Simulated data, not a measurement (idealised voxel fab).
The process module that follows is named voxel air gaps.
Section cut is 290 nm wide and gridded with 5 nm square cells.
Cross-section spec: square-cell grid; bands listed top down; each band is one or more rows.
Band: top and bottom heights (nm) first, top before bottom; then materials from left to right, widths in nm. "edge to edge" marks a sole material filling the band edge to edge. "blank" denotes empty space.
All heights in this document are referenced to 0, defined as the level beneath which the wafer, as received, consists entirely of one material. The lowest band is not bounded below; it extends indefinitely downward and is written in the form "0..down".
Width: "30 to 40" (first number = top row, second number = bottom row, same change from row to row of cells).
The designation "identical to before", where it is given for a processing step, indicates that no cell of the cross-section was altered in the course of that step.
The entry titled "Sealed-off cavities" provides the empty spaces that have no open way to the top, restricted to those of 8 cells or more. Each is presented as width x height at distance, the distance being measured from the left edge, with all three in nm.
What comes after the settings on a step's line is commentary from the simulator itself on that step.
A step line may carry the setting "overlay nm", which, for steps involving a mask, states the distance by which the mask lay to the right of its intended position; negative values denote displacement to the left.

-- These are the steps we planned for the process
- 1: RECEIVE,material Si
- 2: CONFORMAL_DEP,material SiO2,thk nm 15
- 3: CONFORMAL_DEP,material SiN,thk nm 5
- 4: DIRECTIONAL_DEP,material lowk,thk nm 35
- 5: MASKED_ETCH,tone open,mask id LINES,width nm 20,pitch nm 50,etch materials lowk,depth nm 35,overlay nm 0
- 6: CONFORMAL_DEP,material TiN,thk nm 5
- 7: FILL_DEP,material Cu,thk nm 10
- 8: CMP,height nm 55
- 9: EPI,material Ru,thk nm 10
- 10: SELECTIVE_ETCH,etch materials lowk,depth nm 45
- 11: CONFORMAL_DEP,material SiCN,thk nm 5

-- So this is the incoming wafer in cross-section - it's already been through step 1
> 0..down | Si edge to edge
> Sealed-off cavities: none

-- The first of two wafers, cross-sectioned at the end of the module, with the run proceeding as planned
> 70..65 | blank (45) | SiCN (200) | blank (45)
> 65..55 | blank (45) | SiCN (5) | Ru (40) | SiCN (10) | Ru (40) | SiCN (10) | Ru (40) | SiCN (10) | Ru (40) | SiCN (5) | blank (45)
> 55..50 | blank (45) | SiCN (15) | TiN (5) | Cu (10) | TiN (5) | SiCN (30) | TiN (5) | Cu (10) | TiN (5) | SiCN (30) | TiN (5) | Cu (10) | TiN (5) | SiCN (30) | TiN (5) | Cu (10) | TiN (5) | SiCN (15) | blank (45)
> 50..25 | blank (55) | SiCN (5) | TiN (5) | Cu (10) | TiN (5) | SiCN (5) | blank (20) | SiCN (5) | TiN (5) | Cu (10) | TiN (5) | SiCN (5) | blank (20) | SiCN (5) | TiN (5) | Cu (10) | TiN (5) | SiCN (5) | blank (20) | SiCN (5) | TiN (5) | Cu (10) | TiN (5) | SiCN (5) | blank (55)
> 25..20 | SiCN (60) | TiN (20) | SiCN (30) | TiN (20) | SiCN (30) | TiN (20) | SiCN (30) | TiN (20) | SiCN (60)
> 20..15 | SiN edge to edge
> 15..0 | SiO2 edge to edge
> 0..down | Si edge to edge
> Sealed-off cavities: 20 x 25 at 85; 20 x 25 at 135; 20 x 25 at 185

-- Here is the second of the two wafers cut open at the end of the module - same start, same plan as the first one, but we made one mistake running it
> 70..65 | blank (50) | SiCN (45) | blank (5) | SiCN (45) | blank (5) | SiCN (45) | blank (5) | SiCN (45) | blank (45)
> 65..55 | blank (50) | SiCN (5) | Ru (35) | SiCN (5) | blank (5) | SiCN (5) | Ru (35) | SiCN (5) | blank (5) | SiCN (5) | Ru (35) | SiCN (5) | blank (5) | SiCN (5) | Ru (35) | SiCN (5) | blank (45)
> 55..50 | blank (50) | SiCN (15) | TiN (5) | Cu (5) | TiN (5) | SiCN (15) | blank (5) | SiCN (15) | TiN (5) | Cu (5) | TiN (5) | SiCN (15) | blank (5) | SiCN (15) | TiN (5) | Cu (5) | TiN (5) | SiCN (15) | blank (5) | SiCN (15) | TiN (5) | Cu (5) | TiN (5) | SiCN (15) | blank (45)
> 50..25 | blank (60) | SiCN (5) | TiN (5) | Cu (5) | TiN (5) | SiCN (5) | blank (25) | SiCN (5) | TiN (5) | Cu (5) | TiN (5) | SiCN (5) | blank (25) | SiCN (5) | TiN (5) | Cu (5) | TiN (5) | SiCN (5) | blank (25) | SiCN (5) | TiN (5) | Cu (5) | TiN (5) | SiCN (5) | blank (55)
> 25..20 | SiCN (65) | TiN (15) | SiCN (35) | TiN (15) | SiCN (35) | TiN (15) | SiCN (35) | TiN (15) | SiCN (60)
> 20..15 | SiN edge to edge
> 15..0 | SiO2 edge to edge
> 0..down | Si edge to edge
> Sealed-off cavities: none
what went wrong: rather than as planned, step 5 actually ran as MASKED_ETCH,tone open,mask id LINES,width nm 15,pitch nm 50,etch materials lowk,depth nm 35,overlay nm 0
Final comparison by cell count, materials where the second wafer has more or fewer than the first: 24 fewer of Cu, 8 fewer of Ru, 4 fewer of TiN
In the final state there are 3 closed voids in the first wafer, compared with 0 in the second wafer.
